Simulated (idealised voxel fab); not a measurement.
process module | voxel gate over fins
cross-section cut | 180 nm wide | cells 5 nm
A cross-section is a grid of square cells, given in bands from the top down. A band is one or more rows of cells.
Each band's line starts with the height of the band's top and of its bottom, in nm. Then come its materials from left to right, each with its width in nm. One material with "throughout" fills the band from edge to edge. "air" is empty space.
Height 0 is the level under which the wafer as received is all one material. The lowest band goes on downwards, as in "0 down".
A width such as "30 to 40" changes by the same amount from each row of cells to the next, from the band's top row to its bottom row.
"no change" after a step means that no cell of the cross-section changed.
closed voids: empty space of 8 cells or more with no open way to the top, each as width x height at its distance from the left edge, in nm
after a step's settings: what the simulator itself notes on the step
overlay nm, on a step with a mask: how far to the right of its planned place the mask lay; to the left if negative
plan
1 op RECEIVE | material Si
2 op CONFORMAL_DEP | material SiN | thk nm 5
3 op DIRECTIONAL_DEP | material aC | thk nm 15
4 op PATTERN | tone cover | mask id FINS | material resist | width nm 15 | pitch nm 40 | thk nm 35 | overlay nm 0
5 op DIRECTIONAL_ETCH | etch materials aC | depth nm 15
6 op STRIP | etch materials resist
7 op DIRECTIONAL_ETCH | etch materials SiN | depth nm 5
8 op DIRECTIONAL_ETCH | etch materials Si | depth nm 30
9 op STRIP | etch materials aC
10 op FILL_DEP | material SiO2 | thk nm 10
11 op CMP | height nm 5
12 op SELECTIVE_ETCH | etch materials SiO2 | depth nm 15
13 op STRIP | etch materials SiN
14 op CONFORMAL_DEP | material HfO2 | thk nm 5
15 op CONFORMAL_DEP | material TiN | thk nm 5
16 op FILL_DEP | material W | thk nm 10
17 op CMP | height nm 15
18 op CONFORMAL_DEP | material SiCN | thk nm 5
as received, after step 1
  0 down: Si throughout
  closed voids: none
a wafer at the end: this start, this plan, one mistake
  10 to 5: SiCN throughout
  5 to 0: W 10 | TiN 5 | HfO2 25 | TiN 5 | W 5 | TiN 5 | HfO2 25 | TiN 5 | W 5 | TiN 5 | HfO2 25 | TiN 5 | W 5 | TiN 5 | HfO2 25 | TiN 5 | W 15
  0 to -5: TiN 15 | HfO2 5 | Si 15 | HfO2 5 | TiN 15 | HfO2 5 | Si 15 | HfO2 5 | TiN 15 | HfO2 5 | Si 15 | HfO2 5 | TiN 15 | HfO2 5 | Si 15 | HfO2 5 | TiN 20
  -5 to -10: HfO2 20 | Si 15 | HfO2 25 | Si 15 | HfO2 25 | Si 15 | HfO2 25 | Si 15 | HfO2 25
  -10 to -30: SiO2 20 | Si 15 | SiO2 25 | Si 15 | SiO2 25 | Si 15 | SiO2 25 | Si 15 | SiO2 25
  -30 down: Si throughout
  closed voids: none
what went wrong: step 17 ran as: op CMP | height nm 5
